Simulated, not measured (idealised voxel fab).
process module | voxel wiring stack
cross-section cut | 230 nm wide | cells 5 nm
A cross-section is a grid of square cells, given in bands from the top down. A band is one or more rows of cells.
Each band's line starts with the height of the band's top and of its bottom, in nm. Then come its materials from left to right, each with its width in nm. One material with "throughout" fills the band from edge to edge. "air" is empty space.
Height 0 is the level under which the wafer as received is all one material. The lowest band goes on downwards, as in "0 down".
A width such as "30 to 40" changes by the same amount from each row of cells to the next, from the band's top row to its bottom row.
"no change" after a step means that no cell of the cross-section changed.
closed voids: empty space of 8 cells or more with no open way to the top, each as width x height at its distance from the left edge, in nm
after a step's settings: what the simulator itself notes on the step
overlay nm, on a step with a mask: how far to the right of its planned place the mask lay; to the left if negative
plan
1 op RECEIVE | material Si
2 op CONFORMAL_DEP | material SiO2 | thk nm 10
3 op DIRECTIONAL_DEP | material TiN | thk nm 5
4 op DIRECTIONAL_DEP | material Ru | thk nm 25
5 op PATTERN | tone cover | mask id METAL_1 | material resist | width nm 20 | pitch nm 35 | thk nm 15 | overlay nm 0
6 op DIRECTIONAL_ETCH | etch materials Ru | depth nm 25
7 op DIRECTIONAL_ETCH | etch materials TiN | depth nm 5
8 op STRIP | etch materials resist
9 op CONFORMAL_DEP | material SiCN | thk nm 5
10 op FILL_DEP | material SiO2 | thk nm 10
11 op CMP | height nm 40
12 op CONFORMAL_DEP | material SiCN | thk nm 5
13 op DIRECTIONAL_DEP | material SiO2 | thk nm 20
14 op MASKED_ETCH | tone open | mask id PLUG_1 | width nm 15 | pitch nm 70 | etch materials SiO2 | depth nm 20 | overlay nm 0
15 op MASKED_ETCH | tone open | mask id PLUG_1 | width nm 15 | pitch nm 70 | etch materials SiCN | depth nm 5 | overlay nm 0
16 op EPI | material Ru | thk nm 10
17 op EPI | material Ru | thk nm 10
18 op EPI | material Ru | thk nm 5
19 op CONFORMAL_DEP | material SiCN | thk nm 5
20 op DIRECTIONAL_DEP | material SiO2 | thk nm 15
21 op DIRECTIONAL_DEP | material aC | thk nm 10
22 op PATTERN | tone open | mask id METAL_2 | material resist | width nm 20 | pitch nm 35 | thk nm 25 | overlay nm 0
23 op DIRECTIONAL_ETCH | etch materials aC | depth nm 10
24 op STRIP | etch materials resist
25 op DIRECTIONAL_ETCH | etch materials SiO2 | depth nm 15
26 op DIRECTIONAL_ETCH | etch materials SiCN | depth nm 5
27 op STRIP | etch materials aC
28 op CONFORMAL_DEP | material TiN | thk nm 5
29 op FILL_DEP | material Ru | thk nm 10
30 op CMP | height nm 85
31 op CONFORMAL_DEP | material SiCN | thk nm 5
32 op DIRECTIONAL_DEP | material SiO2 | thk nm 20
33 op PATTERN | tone open | mask id PLUG_2 | material resist | width nm 15 | pitch nm 70 | thk nm 20 | overlay nm 0
34 op DIRECTIONAL_ETCH | etch materials SiO2 | depth nm 20
35 op DIRECTIONAL_ETCH | etch materials SiCN | depth nm 5
36 op STRIP | etch materials resist
37 op CONFORMAL_DEP | material TiN | thk nm 5
38 op FILL_DEP | material Ru | thk nm 5
39 op CMP | height nm 110
40 op CONFORMAL_DEP | material SiN | thk nm 5
41 op DIRECTIONAL_DEP | material lowk | thk nm 20
42 op PATTERN | tone open | mask id METAL_3 | material resist | width nm 20 | pitch nm 35 | thk nm 15 | overlay nm 0
43 op DIRECTIONAL_ETCH | etch materials lowk | depth nm 20
44 op DIRECTIONAL_ETCH | etch materials SiN | depth nm 5
45 op STRIP | etch materials resist
46 op CONFORMAL_DEP | material TiN | thk nm 5
47 op FILL_DEP | material Cu | thk nm 5
48 op CMP | height nm 135
49 op CONFORMAL_DEP | material SiCN | thk nm 5
50 op DIRECTIONAL_DEP | material lowk | thk nm 25
51 op MASKED_ETCH | tone open | mask id METAL_4_HOLES | width nm 15 | pitch nm 35 | etch materials lowk | depth nm 25 | overlay nm 0
52 op MASKED_ETCH | tone open | mask id METAL_4 | width nm 20 | pitch nm 35 | etch materials lowk | depth nm 15 | overlay nm 0
53 op MASKED_ETCH | tone open | mask id METAL_4 | width nm 20 | pitch nm 35 | etch materials SiCN | depth nm 5 | overlay nm 0
54 op CONFORMAL_DEP | material TiN | thk nm 5
55 op FILL_DEP | material Cu | thk nm 10
56 op CMP | height nm 165
57 op CONFORMAL_DEP | material SiCN | thk nm 5
first wafer, as planned
as received, after step 1
  0 down: Si throughout
  closed voids: none
after step 2
  10 to 0: SiO2 throughout
  below 0: unchanged
after step 3
  15 to 10: TiN throughout
  below 10: unchanged
after step 4
  40 to 15: Ru throughout
  below 15: unchanged
after step 5
  55 to 40: air 50 | resist 20 | air 15 | resist 20 | air 15 | resist 20 | air 15 | resist 20 | air 55
  below 40: unchanged
after step 6
  55 to 40: air 50 | resist 20 | air 15 | resist 20 | air 15 | resist 20 | air 15 | resist 20 | air 55
  40 to 15: air 50 | Ru 20 | air 15 | Ru 20 | air 15 | Ru 20 | air 15 | Ru 20 | air 55
  below 15: unchanged
after step 7
  55 to 40: air 50 | resist 20 | air 15 | resist 20 | air 15 | resist 20 | air 15 | resist 20 | air 55
  40 to 15: air 50 | Ru 20 | air 15 | Ru 20 | air 15 | Ru 20 | air 15 | Ru 20 | air 55
  15 to 10: air 50 | TiN 20 | air 15 | TiN 20 | air 15 | TiN 20 | air 15 | TiN 20 | air 55
  below 10: unchanged
after step 8
  40 to 15: air 50 | Ru 20 | air 15 | Ru 20 | air 15 | Ru 20 | air 15 | Ru 20 | air 55
  below 15: unchanged
after step 9
  45 to 40: air 45 | SiCN 30 | air 5 | SiCN 30 | air 5 | SiCN 30 | air 5 | SiCN 30 | air 50
  40 to 15: air 45 | SiCN 5 | Ru 20 | SiCN 5 | air 5 | SiCN 5 | Ru 20 | SiCN 5 | air 5 | SiCN 5 | Ru 20 | SiCN 5 | air 5 | SiCN 5 | Ru 20 | SiCN 5 | air 50
  15 to 10: SiCN 50 | TiN 20 | SiCN 15 | TiN 20 | SiCN 15 | TiN 20 | SiCN 15 | TiN 20 | SiCN 55
  below 10: unchanged
after step 10
  55 to 45: SiO2 throughout
  45 to 40: SiO2 45 | SiCN 30 | SiO2 5 | SiCN 30 | SiO2 5 | SiCN 30 | SiO2 5 | SiCN 30 | SiO2 50
  40 to 15: SiO2 45 | SiCN 5 | Ru 20 | SiCN 5 | SiO2 5 | SiCN 5 | Ru 20 | SiCN 5 | SiO2 5 | SiCN 5 | Ru 20 | SiCN 5 | SiO2 5 | SiCN 5 | Ru 20 | SiCN 5 | SiO2 50
  below 15: unchanged
after step 11
  40 to 15: SiO2 45 | SiCN 5 | Ru 20 | SiCN 5 | SiO2 5 | SiCN 5 | Ru 20 | SiCN 5 | SiO2 5 | SiCN 5 | Ru 20 | SiCN 5 | SiO2 5 | SiCN 5 | Ru 20 | SiCN 5 | SiO2 50
  below 15: unchanged
after step 12
  45 to 40: SiCN throughout
  below 40: unchanged
after step 13
  65 to 45: SiO2 throughout
  below 45: unchanged
after step 14
  65 to 45: SiO2 50 | air 15 | SiO2 55 | air 15 | SiO2 95
  below 45: unchanged
after step 15
  65 to 45: SiO2 50 | air 15 | SiO2 55 | air 15 | SiO2 95
  45 to 40: SiCN 50 | air 15 | SiCN 55 | air 15 | SiCN 95
  below 40: unchanged
after step 16
  65 to 50: SiO2 50 | air 15 | SiO2 55 | air 15 | SiO2 95
  50 to 45: SiO2 50 | Ru 15 | SiO2 55 | Ru 15 | SiO2 95
  45 to 40: SiCN 50 | Ru 15 | SiCN 55 | Ru 15 | SiCN 95
  below 40: unchanged
after step 17
  65 to 60: SiO2 50 | air 15 | SiO2 55 | air 15 | SiO2 95
  60 to 45: SiO2 50 | Ru 15 | SiO2 55 | Ru 15 | SiO2 95
  below 45: unchanged
after step 18
  65 to 45: SiO2 50 | Ru 15 | SiO2 55 | Ru 15 | SiO2 95
  below 45: unchanged
after step 19
  70 to 65: SiCN throughout
  below 65: unchanged
after step 20
  85 to 70: SiO2 throughout
  below 70: unchanged
after step 21
  95 to 85: aC throughout
  below 85: unchanged
after step 22
  120 to 95: resist 50 | air 20 | resist 15 | air 20 | resist 15 | air 20 | resist 15 | air 20 | resist 55
  below 95: unchanged
after step 23
  110 to 95: resist 50 | air 20 | resist 15 | air 20 | resist 15 | air 20 | resist 15 | air 20 | resist 55
  95 to 85: aC 50 | air 20 | aC 15 | air 20 | aC 15 | air 20 | aC 15 | air 20 | aC 55
  below 85: unchanged
after step 24
  95 to 85: aC 50 | air 20 | aC 15 | air 20 | aC 15 | air 20 | aC 15 | air 20 | aC 55
  below 85: unchanged
after step 25
  95 to 85: aC 50 | air 20 | aC 15 | air 20 | aC 15 | air 20 | aC 15 | air 20 | aC 55
  85 to 70: SiO2 50 | air 20 | SiO2 15 | air 20 | SiO2 15 | air 20 | SiO2 15 | air 20 | SiO2 55
  below 70: unchanged
after step 26
  95 to 85: aC 50 | air 20 | aC 15 | air 20 | aC 15 | air 20 | aC 15 | air 20 | aC 55
  85 to 70: SiO2 50 | air 20 | SiO2 15 | air 20 | SiO2 15 | air 20 | SiO2 15 | air 20 | SiO2 55
  70 to 65: SiCN 50 | air 20 | SiCN 15 | air 20 | SiCN 15 | air 20 | SiCN 15 | air 20 | SiCN 55
  below 65: unchanged
after step 27
  85 to 70: SiO2 50 | air 20 | SiO2 15 | air 20 | SiO2 15 | air 20 | SiO2 15 | air 20 | SiO2 55
  below 70: unchanged
after step 28
  90 to 85: TiN 55 | air 10 | TiN 25 | air 10 | TiN 25 | air 10 | TiN 25 | air 10 | TiN 60
  85 to 70: SiO2 50 | TiN 5 | air 10 | TiN 5 | SiO2 15 | TiN 5 | air 10 | TiN 5 | SiO2 15 | TiN 5 | air 10 | TiN 5 | SiO2 15 | TiN 5 | air 10 | TiN 5 | SiO2 55
  70 to 65: SiCN 50 | TiN 20 | SiCN 15 | TiN 20 | SiCN 15 | TiN 20 | SiCN 15 | TiN 20 | SiCN 55
  below 65: unchanged
after step 29
  100 to 90: Ru throughout
  90 to 85: TiN 55 | Ru 10 | TiN 25 | Ru 10 | TiN 25 | Ru 10 | TiN 25 | Ru 10 | TiN 60
  85 to 70: SiO2 50 | TiN 5 | Ru 10 | TiN 5 | SiO2 15 | TiN 5 | Ru 10 | TiN 5 | SiO2 15 | TiN 5 | Ru 10 | TiN 5 | SiO2 15 | TiN 5 | Ru 10 | TiN 5 | SiO2 55
  below 70: unchanged
after step 30
  85 to 70: SiO2 50 | TiN 5 | Ru 10 | TiN 5 | SiO2 15 | TiN 5 | Ru 10 | TiN 5 | SiO2 15 | TiN 5 | Ru 10 | TiN 5 | SiO2 15 | TiN 5 | Ru 10 | TiN 5 | SiO2 55
  below 70: unchanged
after step 31
  90 to 85: SiCN throughout
  below 85: unchanged
after step 32
  110 to 90: SiO2 throughout
  below 90: unchanged
after step 33
  130 to 110: resist 50 | air 15 | resist 55 | air 15 | resist 95
  below 110: unchanged
after step 34
  130 to 110: resist 50 | air 15 | resist 55 | air 15 | resist 95
  110 to 90: SiO2 50 | air 15 | SiO2 55 | air 15 | SiO2 95
  below 90: unchanged
after step 35
  130 to 110: resist 50 | air 15 | resist 55 | air 15 | resist 95
  110 to 90: SiO2 50 | air 15 | SiO2 55 | air 15 | SiO2 95
  90 to 85: SiCN 50 | air 15 | SiCN 55 | air 15 | SiCN 95
  below 85: unchanged
after step 36
  110 to 90: SiO2 50 | air 15 | SiO2 55 | air 15 | SiO2 95
  below 90: unchanged
after step 37
  115 to 110: TiN 55 | air 5 | TiN 65 | air 5 | TiN 100
  110 to 90: SiO2 50 | TiN 5 | air 5 | TiN 5 | SiO2 55 | TiN 5 | air 5 | TiN 5 | SiO2 95
  90 to 85: SiCN 50 | TiN 15 | SiCN 55 | TiN 15 | SiCN 95
  below 85: unchanged
after step 38
  120 to 115: Ru throughout
  115 to 110: TiN 55 | Ru 5 | TiN 65 | Ru 5 | TiN 100
  110 to 90: SiO2 50 | TiN 5 | Ru 5 | TiN 5 | SiO2 55 | TiN 5 | Ru 5 | TiN 5 | SiO2 95
  below 90: unchanged
after step 39
  110 to 90: SiO2 50 | TiN 5 | Ru 5 | TiN 5 | SiO2 55 | TiN 5 | Ru 5 | TiN 5 | SiO2 95
  below 90: unchanged
after step 40
  115 to 110: SiN throughout
  below 110: unchanged
after step 41
  135 to 115: lowk throughout
  below 115: unchanged
after step 42
  150 to 135: resist 50 | air 20 | resist 15 | air 20 | resist 15 | air 20 | resist 15 | air 20 | resist 55
  below 135: unchanged
after step 43
  150 to 135: resist 50 | air 20 | resist 15 | air 20 | resist 15 | air 20 | resist 15 | air 20 | resist 55
  135 to 115: lowk 50 | air 20 | lowk 15 | air 20 | lowk 15 | air 20 | lowk 15 | air 20 | lowk 55
  below 115: unchanged
after step 44
  150 to 135: resist 50 | air 20 | resist 15 | air 20 | resist 15 | air 20 | resist 15 | air 20 | resist 55
  135 to 115: lowk 50 | air 20 | lowk 15 | air 20 | lowk 15 | air 20 | lowk 15 | air 20 | lowk 55
  115 to 110: SiN 50 | air 20 | SiN 15 | air 20 | SiN 15 | air 20 | SiN 15 | air 20 | SiN 55
  below 110: unchanged
after step 45
  135 to 115: lowk 50 | air 20 | lowk 15 | air 20 | lowk 15 | air 20 | lowk 15 | air 20 | lowk 55
  below 115: unchanged
after step 46
  140 to 135: TiN 55 | air 10 | TiN 25 | air 10 | TiN 25 | air 10 | TiN 25 | air 10 | TiN 60
  135 to 115: lowk 50 | TiN 5 | air 10 | TiN 5 | lowk 15 | TiN 5 | air 10 | TiN 5 | lowk 15 | TiN 5 | air 10 | TiN 5 | lowk 15 | TiN 5 | air 10 | TiN 5 | lowk 55
  115 to 110: SiN 50 | TiN 20 | SiN 15 | TiN 20 | SiN 15 | TiN 20 | SiN 15 | TiN 20 | SiN 55
  below 110: unchanged
after step 47
  145 to 140: Cu throughout
  140 to 135: TiN 55 | Cu 10 | TiN 25 | Cu 10 | TiN 25 | Cu 10 | TiN 25 | Cu 10 | TiN 60
  135 to 115: lowk 50 | TiN 5 | Cu 10 | TiN 5 | lowk 15 | TiN 5 | Cu 10 | TiN 5 | lowk 15 | TiN 5 | Cu 10 | TiN 5 | lowk 15 | TiN 5 | Cu 10 | TiN 5 | lowk 55
  below 115: unchanged
after step 48
  135 to 115: lowk 50 | TiN 5 | Cu 10 | TiN 5 | lowk 15 | TiN 5 | Cu 10 | TiN 5 | lowk 15 | TiN 5 | Cu 10 | TiN 5 | lowk 15 | TiN 5 | Cu 10 | TiN 5 | lowk 55
  below 115: unchanged
after step 49
  140 to 135: SiCN throughout
  below 135: unchanged
after step 50
  165 to 140: lowk throughout
  below 140: unchanged
after step 51
  165 to 140: lowk 50 | air 15 | lowk 20 | air 15 | lowk 20 | air 15 | lowk 20 | air 15 | lowk 60
  below 140: unchanged
after step 52
  165 to 150: lowk 50 | air 20 | lowk 15 | air 20 | lowk 15 | air 20 | lowk 15 | air 20 | lowk 55
  below 150: unchanged
after step 53
  165 to 150: lowk 50 | air 20 | lowk 15 | air 20 | lowk 15 | air 20 | lowk 15 | air 20 | lowk 55
  150 to 140: lowk 50 | air 15 | lowk 20 | air 15 | lowk 20 | air 15 | lowk 20 | air 15 | lowk 60
  140 to 135: SiCN 50 | air 15 | SiCN 20 | air 15 | SiCN 20 | air 15 | SiCN 20 | air 15 | SiCN 60
  below 135: unchanged
after step 54
  170 to 165: TiN 55 | air 10 | TiN 25 | air 10 | TiN 25 | air 10 | TiN 25 | air 10 | TiN 60
  165 to 155: lowk 50 | TiN 5 | air 10 | TiN 5 | lowk 15 | TiN 5 | air 10 | TiN 5 | lowk 15 | TiN 5 | air 10 | TiN 5 | lowk 15 | TiN 5 | air 10 | TiN 5 | lowk 55
  155 to 150: lowk 50 | TiN 5 | air 5 | TiN 10 | lowk 15 | TiN 5 | air 5 | TiN 10 | lowk 15 | TiN 5 | air 5 | TiN 10 | lowk 15 | TiN 5 | air 5 | TiN 10 | lowk 55
  150 to 140: lowk 50 | TiN 5 | air 5 | TiN 5 | lowk 20 | TiN 5 | air 5 | TiN 5 | lowk 20 | TiN 5 | air 5 | TiN 5 | lowk 20 | TiN 5 | air 5 | TiN 5 | lowk 60
  140 to 135: SiCN 50 | TiN 15 | SiCN 20 | TiN 15 | SiCN 20 | TiN 15 | SiCN 20 | TiN 15 | SiCN 60
  below 135: unchanged
after step 55
  180 to 170: Cu throughout
  170 to 165: TiN 55 | Cu 10 | TiN 25 | Cu 10 | TiN 25 | Cu 10 | TiN 25 | Cu 10 | TiN 60
  165 to 155: lowk 50 | TiN 5 | Cu 10 | TiN 5 | lowk 15 | TiN 5 | Cu 10 | TiN 5 | lowk 15 | TiN 5 | Cu 10 | TiN 5 | lowk 15 | TiN 5 | Cu 10 | TiN 5 | lowk 55
  155 to 150: lowk 50 | TiN 5 | Cu 5 | TiN 10 | lowk 15 | TiN 5 | Cu 5 | TiN 10 | lowk 15 | TiN 5 | Cu 5 | TiN 10 | lowk 15 | TiN 5 | Cu 5 | TiN 10 | lowk 55
  150 to 140: lowk 50 | TiN 5 | Cu 5 | TiN 5 | lowk 20 | TiN 5 | Cu 5 | TiN 5 | lowk 20 | TiN 5 | Cu 5 | TiN 5 | lowk 20 | TiN 5 | Cu 5 | TiN 5 | lowk 60
  below 140: unchanged
after step 56
  165 to 155: lowk 50 | TiN 5 | Cu 10 | TiN 5 | lowk 15 | TiN 5 | Cu 10 | TiN 5 | lowk 15 | TiN 5 | Cu 10 | TiN 5 | lowk 15 | TiN 5 | Cu 10 | TiN 5 | lowk 55
  below 155: unchanged
after step 57
  170 to 165: SiCN throughout
  below 165: unchanged
second wafer: like start, like plan, one mistake. Through step 10 it matches the first wafer
when step 11 should have ended: no change
when step 12 should have ended
  60 to 55: SiCN throughout
  below 55: unchanged
when step 13 should have ended
  80 to 60: SiO2 throughout
  below 60: unchanged
when step 14 should have ended
  80 to 60: SiO2 50 | air 15 | SiO2 55 | air 15 | SiO2 95
  below 60: unchanged
when step 15 should have ended
  80 to 60: SiO2 50 | air 15 | SiO2 55 | air 15 | SiO2 95
  60 to 55: SiCN 50 | air 15 | SiCN 55 | air 15 | SiCN 95
  below 55: unchanged
when step 16 should have ended: no change
when step 17 should have ended: no change
when step 18 should have ended: no change
when step 19 should have ended
  85 to 80: SiCN 55 | air 5 | SiCN 65 | air 5 | SiCN 100
  80 to 60: SiO2 50 | SiCN 5 | air 5 | SiCN 5 | SiO2 55 | SiCN 5 | air 5 | SiCN 5 | SiO2 95
  60 to 55: SiCN throughout
  below 55: unchanged
when step 20 should have ended
  100 to 85: SiO2 55 | air 5 | SiO2 65 | air 5 | SiO2 100
  85 to 80: SiCN 55 | air 5 | SiCN 65 | air 5 | SiCN 100
  80 to 75: SiO2 50 | SiCN 5 | air 5 | SiCN 5 | SiO2 55 | SiCN 5 | air 5 | SiCN 5 | SiO2 95
  75 to 60: SiO2 50 | SiCN 5 | SiO2 5 | SiCN 5 | SiO2 55 | SiCN 5 | SiO2 5 | SiCN 5 | SiO2 95
  below 60: unchanged
when step 21 should have ended
  110 to 100: aC 55 | air 5 | aC 65 | air 5 | aC 100
  100 to 85: SiO2 55 | air 5 | SiO2 65 | air 5 | SiO2 100
  85 to 80: SiCN 55 | aC 5 | SiCN 65 | aC 5 | SiCN 100
  80 to 75: SiO2 50 | SiCN 5 | aC 5 | SiCN 5 | SiO2 55 | SiCN 5 | aC 5 | SiCN 5 | SiO2 95
  below 75: unchanged
when step 22 should have ended
  135 to 110: resist 50 | air 20 | resist 15 | air 20 | resist 15 | air 20 | resist 15 | air 20 | resist 55
  below 110: unchanged
when step 23 should have ended
  125 to 110: resist 50 | air 20 | resist 15 | air 20 | resist 15 | air 20 | resist 15 | air 20 | resist 55
  110 to 100: aC 50 | air 20 | aC 15 | air 20 | aC 15 | air 20 | aC 15 | air 20 | aC 55
  100 to 85: SiO2 55 | air 5 | SiO2 65 | air 5 | SiO2 100
  85 to 80: SiCN 55 | air 5 | SiCN 65 | air 5 | SiCN 100
  80 to 75: SiO2 50 | SiCN 5 | air 5 | SiCN 5 | SiO2 55 | SiCN 5 | air 5 | SiCN 5 | SiO2 95
  below 75: unchanged
when step 24 should have ended
  110 to 100: aC 50 | air 20 | aC 15 | air 20 | aC 15 | air 20 | aC 15 | air 20 | aC 55
  below 100: unchanged
when step 25 should have ended
  110 to 100: aC 50 | air 20 | aC 15 | air 20 | aC 15 | air 20 | aC 15 | air 20 | aC 55
  100 to 85: SiO2 50 | air 20 | SiO2 15 | air 20 | SiO2 15 | air 20 | SiO2 15 | air 20 | SiO2 55
  85 to 80: SiCN 55 | air 5 | SiCN 65 | air 5 | SiCN 100
  80 to 60: SiO2 50 | SiCN 5 | air 5 | SiCN 5 | SiO2 55 | SiCN 5 | air 5 | SiCN 5 | SiO2 95
  below 60: unchanged
when step 26 should have ended
  110 to 100: aC 50 | air 20 | aC 15 | air 20 | aC 15 | air 20 | aC 15 | air 20 | aC 55
  100 to 85: SiO2 50 | air 20 | SiO2 15 | air 20 | SiO2 15 | air 20 | SiO2 15 | air 20 | SiO2 55
  85 to 80: SiCN 50 | air 20 | SiCN 15 | air 20 | SiCN 15 | air 20 | SiCN 15 | air 20 | SiCN 55
  80 to 60: SiO2 50 | SiCN 5 | air 5 | SiCN 5 | SiO2 55 | SiCN 5 | air 5 | SiCN 5 | SiO2 95
  60 to 55: SiCN 55 | air 5 | SiCN 65 | air 5 | SiCN 100
  below 55: unchanged
when step 27 should have ended
  100 to 85: SiO2 50 | air 20 | SiO2 15 | air 20 | SiO2 15 | air 20 | SiO2 15 | air 20 | SiO2 55
  below 85: unchanged
when step 28 should have ended
  105 to 100: TiN 55 | air 10 | TiN 25 | air 10 | TiN 25 | air 10 | TiN 25 | air 10 | TiN 60
  100 to 85: SiO2 50 | TiN 5 | air 10 | TiN 5 | SiO2 15 | TiN 5 | air 10 | TiN 5 | SiO2 15 | TiN 5 | air 10 | TiN 5 | SiO2 15 | TiN 5 | air 10 | TiN 5 | SiO2 55
  85 to 80: SiCN 50 | TiN 20 | SiCN 15 | TiN 20 | SiCN 15 | TiN 20 | SiCN 15 | TiN 20 | SiCN 55
  80 to 60: SiO2 50 | SiCN 5 | TiN 5 | SiCN 5 | SiO2 55 | SiCN 5 | TiN 5 | SiCN 5 | SiO2 95
  60 to 55: SiCN 55 | TiN 5 | SiCN 65 | TiN 5 | SiCN 100
  below 55: unchanged
when step 29 should have ended
  115 to 105: Ru throughout
  105 to 100: TiN 55 | Ru 10 | TiN 25 | Ru 10 | TiN 25 | Ru 10 | TiN 25 | Ru 10 | TiN 60
  100 to 85: SiO2 50 | TiN 5 | Ru 10 | TiN 5 | SiO2 15 | TiN 5 | Ru 10 | TiN 5 | SiO2 15 | TiN 5 | Ru 10 | TiN 5 | SiO2 15 | TiN 5 | Ru 10 | TiN 5 | SiO2 55
  below 85: unchanged
when step 30 should have ended
  85 to 80: SiCN 50 | TiN 20 | SiCN 15 | TiN 20 | SiCN 15 | TiN 20 | SiCN 15 | TiN 20 | SiCN 55
  below 80: unchanged
when step 31 should have ended
  90 to 85: SiCN throughout
  below 85: unchanged
when step 32 should have ended
  110 to 90: SiO2 throughout
  below 90: unchanged
when step 33 should have ended
  130 to 110: resist 50 | air 15 | resist 55 | air 15 | resist 95
  below 110: unchanged
when step 34 should have ended
  130 to 110: resist 50 | air 15 | resist 55 | air 15 | resist 95
  110 to 90: SiO2 50 | air 15 | SiO2 55 | air 15 | SiO2 95
  below 90: unchanged
when step 35 should have ended
  130 to 110: resist 50 | air 15 | resist 55 | air 15 | resist 95
  110 to 90: SiO2 50 | air 15 | SiO2 55 | air 15 | SiO2 95
  90 to 85: SiCN 50 | air 15 | SiCN 55 | air 15 | SiCN 95
  below 85: unchanged
when step 36 should have ended
  110 to 90: SiO2 50 | air 15 | SiO2 55 | air 15 | SiO2 95
  below 90: unchanged
when step 37 should have ended
  115 to 110: TiN 55 | air 5 | TiN 65 | air 5 | TiN 100
  110 to 90: SiO2 50 | TiN 5 | air 5 | TiN 5 | SiO2 55 | TiN 5 | air 5 | TiN 5 | SiO2 95
  90 to 85: SiCN 50 | TiN 15 | SiCN 55 | TiN 15 | SiCN 95
  below 85: unchanged
when step 38 should have ended
  120 to 115: Ru throughout
  115 to 110: TiN 55 | Ru 5 | TiN 65 | Ru 5 | TiN 100
  110 to 90: SiO2 50 | TiN 5 | Ru 5 | TiN 5 | SiO2 55 | TiN 5 | Ru 5 | TiN 5 | SiO2 95
  below 90: unchanged
when step 39 should have ended
  110 to 90: SiO2 50 | TiN 5 | Ru 5 | TiN 5 | SiO2 55 | TiN 5 | Ru 5 | TiN 5 | SiO2 95
  below 90: unchanged
when step 40 should have ended
  115 to 110: SiN throughout
  below 110: unchanged
when step 41 should have ended
  135 to 115: lowk throughout
  below 115: unchanged
when step 42 should have ended
  150 to 135: resist 50 | air 20 | resist 15 | air 20 | resist 15 | air 20 | resist 15 | air 20 | resist 55
  below 135: unchanged
when step 43 should have ended
  150 to 135: resist 50 | air 20 | resist 15 | air 20 | resist 15 | air 20 | resist 15 | air 20 | resist 55
  135 to 115: lowk 50 | air 20 | lowk 15 | air 20 | lowk 15 | air 20 | lowk 15 | air 20 | lowk 55
  below 115: unchanged
when step 44 should have ended
  150 to 135: resist 50 | air 20 | resist 15 | air 20 | resist 15 | air 20 | resist 15 | air 20 | resist 55
  135 to 115: lowk 50 | air 20 | lowk 15 | air 20 | lowk 15 | air 20 | lowk 15 | air 20 | lowk 55
  115 to 110: SiN 50 | air 20 | SiN 15 | air 20 | SiN 15 | air 20 | SiN 15 | air 20 | SiN 55
  below 110: unchanged
when step 45 should have ended
  135 to 115: lowk 50 | air 20 | lowk 15 | air 20 | lowk 15 | air 20 | lowk 15 | air 20 | lowk 55
  below 115: unchanged
when step 46 should have ended
  140 to 135: TiN 55 | air 10 | TiN 25 | air 10 | TiN 25 | air 10 | TiN 25 | air 10 | TiN 60
  135 to 115: lowk 50 | TiN 5 | air 10 | TiN 5 | lowk 15 | TiN 5 | air 10 | TiN 5 | lowk 15 | TiN 5 | air 10 | TiN 5 | lowk 15 | TiN 5 | air 10 | TiN 5 | lowk 55
  115 to 110: SiN 50 | TiN 20 | SiN 15 | TiN 20 | SiN 15 | TiN 20 | SiN 15 | TiN 20 | SiN 55
  below 110: unchanged
when step 47 should have ended
  145 to 140: Cu throughout
  140 to 135: TiN 55 | Cu 10 | TiN 25 | Cu 10 | TiN 25 | Cu 10 | TiN 25 | Cu 10 | TiN 60
  135 to 115: lowk 50 | TiN 5 | Cu 10 | TiN 5 | lowk 15 | TiN 5 | Cu 10 | TiN 5 | lowk 15 | TiN 5 | Cu 10 | TiN 5 | lowk 15 | TiN 5 | Cu 10 | TiN 5 | lowk 55
  below 115: unchanged
when step 48 should have ended
  135 to 115: lowk 50 | TiN 5 | Cu 10 | TiN 5 | lowk 15 | TiN 5 | Cu 10 | TiN 5 | lowk 15 | TiN 5 | Cu 10 | TiN 5 | lowk 15 | TiN 5 | Cu 10 | TiN 5 | lowk 55
  below 115: unchanged
when step 49 should have ended
  140 to 135: SiCN throughout
  below 135: unchanged
when step 50 should have ended
  165 to 140: lowk throughout
  below 140: unchanged
when step 51 should have ended
  165 to 140: lowk 50 | air 15 | lowk 20 | air 15 | lowk 20 | air 15 | lowk 20 | air 15 | lowk 60
  below 140: unchanged
when step 52 should have ended
  165 to 150: lowk 50 | air 20 | lowk 15 | air 20 | lowk 15 | air 20 | lowk 15 | air 20 | lowk 55
  below 150: unchanged
when step 53 should have ended
  165 to 150: lowk 50 | air 20 | lowk 15 | air 20 | lowk 15 | air 20 | lowk 15 | air 20 | lowk 55
  150 to 140: lowk 50 | air 15 | lowk 20 | air 15 | lowk 20 | air 15 | lowk 20 | air 15 | lowk 60
  140 to 135: SiCN 50 | air 15 | SiCN 20 | air 15 | SiCN 20 | air 15 | SiCN 20 | air 15 | SiCN 60
  below 135: unchanged
when step 54 should have ended
  170 to 165: TiN 55 | air 10 | TiN 25 | air 10 | TiN 25 | air 10 | TiN 25 | air 10 | TiN 60
  165 to 155: lowk 50 | TiN 5 | air 10 | TiN 5 | lowk 15 | TiN 5 | air 10 | TiN 5 | lowk 15 | TiN 5 | air 10 | TiN 5 | lowk 15 | TiN 5 | air 10 | TiN 5 | lowk 55
  155 to 150: lowk 50 | TiN 5 | air 5 | TiN 10 | lowk 15 | TiN 5 | air 5 | TiN 10 | lowk 15 | TiN 5 | air 5 | TiN 10 | lowk 15 | TiN 5 | air 5 | TiN 10 | lowk 55
  150 to 140: lowk 50 | TiN 5 | air 5 | TiN 5 | lowk 20 | TiN 5 | air 5 | TiN 5 | lowk 20 | TiN 5 | air 5 | TiN 5 | lowk 20 | TiN 5 | air 5 | TiN 5 | lowk 60
  140 to 135: SiCN 50 | TiN 15 | SiCN 20 | TiN 15 | SiCN 20 | TiN 15 | SiCN 20 | TiN 15 | SiCN 60
  below 135: unchanged
when step 55 should have ended
  180 to 170: Cu throughout
  170 to 165: TiN 55 | Cu 10 | TiN 25 | Cu 10 | TiN 25 | Cu 10 | TiN 25 | Cu 10 | TiN 60
  165 to 155: lowk 50 | TiN 5 | Cu 10 | TiN 5 | lowk 15 | TiN 5 | Cu 10 | TiN 5 | lowk 15 | TiN 5 | Cu 10 | TiN 5 | lowk 15 | TiN 5 | Cu 10 | TiN 5 | lowk 55
  155 to 150: lowk 50 | TiN 5 | Cu 5 | TiN 10 | lowk 15 | TiN 5 | Cu 5 | TiN 10 | lowk 15 | TiN 5 | Cu 5 | TiN 10 | lowk 15 | TiN 5 | Cu 5 | TiN 10 | lowk 55
  150 to 140: lowk 50 | TiN 5 | Cu 5 | TiN 5 | lowk 20 | TiN 5 | Cu 5 | TiN 5 | lowk 20 | TiN 5 | Cu 5 | TiN 5 | lowk 20 | TiN 5 | Cu 5 | TiN 5 | lowk 60
  below 140: unchanged
when step 56 should have ended
  165 to 155: lowk 50 | TiN 5 | Cu 10 | TiN 5 | lowk 15 | TiN 5 | Cu 10 | TiN 5 | lowk 15 | TiN 5 | Cu 10 | TiN 5 | lowk 15 | TiN 5 | Cu 10 | TiN 5 | lowk 55
  below 155: unchanged
when step 57 should have ended
  170 to 165: SiCN throughout
  below 165: unchanged
what went wrong: step 11 was left out
at the end the second wafer has, in cells: 54 fewer of Ru | 44 more of SiCN | 24 more of SiO2 | 14 fewer of TiN
